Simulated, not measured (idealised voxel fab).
Herein follows the process module entitled voxel capacitor over wiring.
We display cut, a cross-section 225 nm in width whose square cells are each 5 nm.
In this document a cross-section is written as a grid of square cells. It is given as a series of bands, listed from the top down, and a band is one or more rows of cells. A band entry consists of two parts. The first gives the height of the band's top and the height of its bottom, in nm. The rest lists the band's materials from left to right, each with its width in nm. A single material labelled with the word "everywhere" fills the band from edge to edge, and the word "air" marks empty space. Heights from 0 (as-received wafer is one material below). Bottom band endless downward, as "from 0 down". The width entry "30->40" should be interpreted row by row: the top row of cells in the band takes the first number, the bottom row takes the second number, and the change between adjacent rows is uniform throughout. Step marked "identical to before"? Then no cell in the cross-section changed in it. In the "Enclosed void entries" entry, you get each enclosed empty space of 8 cells or more, one with no open way to the top, written width x height at distance, distance from the left edge, in nm. Heads up: the bit after the settings on a step's line is the simulator's remark on that step. When a step includes a mask, the "overlay nm" setting on its line states how far to the right of its planned place that mask lay, and negative values state how far to the left.

[Intended process steps]
step 1: RECEIVE [material Si]
step 2: CONFORMAL_DEP [material SiO2] [thk nm 10]
step 3: DIRECTIONAL_DEP [material TiN] [thk nm 5]
step 4: DIRECTIONAL_DEP [material Ru] [thk nm 20]
step 5: PATTERN [tone cover] [mask id METAL_1] [material resist] [width nm 20] [pitch nm 80] [thk nm 15] [overlay nm 0]
step 6: DIRECTIONAL_ETCH [etch materials Ru] [depth nm 20]
step 7: DIRECTIONAL_ETCH [etch materials TiN] [depth nm 5]
step 8: STRIP [etch materials resist]
step 9: FILL_DEP [material lowk] [thk nm 10]
step 10: CMP [height nm 35]
step 11: CONFORMAL_DEP [material SiCN] [thk nm 5]
step 12: DIRECTIONAL_DEP [material lowk] [thk nm 20]
step 13: DIRECTIONAL_DEP [material aC] [thk nm 15]
step 14: PATTERN [tone open] [mask id PLUG_1] [material resist] [width nm 15] [thk nm 35] [overlay nm 0]
step 15: DIRECTIONAL_ETCH [etch materials aC] [depth nm 15]
step 16: STRIP [etch materials resist]
step 17: DIRECTIONAL_ETCH [etch materials lowk] [depth nm 20]
step 18: DIRECTIONAL_ETCH [etch materials SiCN] [depth nm 5]
step 19: STRIP [etch materials aC]
step 20: CONFORMAL_DEP [material TiN] [thk nm 5]
step 21: FILL_DEP [material W] [thk nm 10]
step 22: CMP [height nm 60]
step 23: DIRECTIONAL_DEP [material TiN] [thk nm 5]
step 24: DIRECTIONAL_DEP [material Al2O3] [thk nm 5]
step 25: DIRECTIONAL_DEP [material TiN] [thk nm 5]
step 26: MASKED_ETCH [tone cover] [mask id UPPER_PLATE] [width nm 65] [etch materials TiN] [depth nm 5] [overlay nm 0]
step 27: MASKED_ETCH [tone cover] [mask id UPPER_PLATE] [width nm 65] [etch materials Al2O3] [depth nm 5] [overlay nm 0]
step 28: DIRECTIONAL_DEP [material aC] [thk nm 15]
step 29: PATTERN [tone cover] [mask id LOWER_PLATE] [material resist] [width nm 75] [thk nm 30] [overlay nm 0]
step 30: DIRECTIONAL_ETCH [etch materials aC] [depth nm 15]
step 31: STRIP [etch materials resist]
step 32: DIRECTIONAL_ETCH [etch materials TiN] [depth nm 5]
step 33: STRIP [etch materials aC]
step 34: FILL_DEP [material SiO2] [thk nm 20]
step 35: CMP [height nm 90]
step 36: DIRECTIONAL_DEP [material aC] [thk nm 10]
step 37: PATTERN [tone open] [mask id PLUG_2] [material resist] [width nm 15] [thk nm 30] [overlay nm -15]
step 38: DIRECTIONAL_ETCH [etch materials aC] [depth nm 10]
step 39: STRIP [etch materials resist]
step 40: DIRECTIONAL_ETCH [etch materials SiO2] [depth nm 15]
step 41: STRIP [etch materials aC]
step 42: CONFORMAL_DEP [material TiN] [thk nm 5]
step 43: FILL_DEP [material Cu] [thk nm 5]
step 44: CMP [height nm 90]
step 45: CONFORMAL_DEP [material SiCN] [thk nm 5]
For this document, wafers share an identical start and vary in the step 37 overlay nm; the plan quotes the first wafer's value.

[Cross-section of the first of several received wafers, showing its state after step 1]
    from 0 down  Si everywhere
    Enclosed void entries: none

[Row per wafer, end-of-module: cell gain (+)/loss (-) by material since the wafer came in, then closed voids]
overlay nm -15, +13 Al2O3, +2 Cu, +32 Ru, +87 SiCN, +310 SiO2, +54 TiN, +4 W, +353 lowk, Enclosed void entries: none
overlay nm -10, +13 Al2O3, +2 Cu, +32 Ru, +87 SiCN, +310 SiO2, +54 TiN, +4 W, +353 lowk, Enclosed void entries: none
overlay nm -5, +13 Al2O3, +2 Cu, +32 Ru, +87 SiCN, +310 SiO2, +54 TiN, +4 W, +353 lowk, Enclosed void entries: none
overlay nm 0, +13 Al2O3, +2 Cu, +32 Ru, +87 SiCN, +310 SiO2, +54 TiN, +4 W, +353 lowk, Enclosed void entries: none
overlay nm 5, +13 Al2O3, +2 Cu, +32 Ru, +87 SiCN, +310 SiO2, +54 TiN, +4 W, +353 lowk, Enclosed void entries: none
overlay nm 10, +13 Al2O3, +2 Cu, +32 Ru, +87 SiCN, +310 SiO2, +54 TiN, +4 W, +353 lowk, Enclosed void entries: none
overlay nm 15, +13 Al2O3, +2 Cu, +32 Ru, +87 SiCN, +310 SiO2, +54 TiN, +4 W, +353 lowk, Enclosed void entries: none
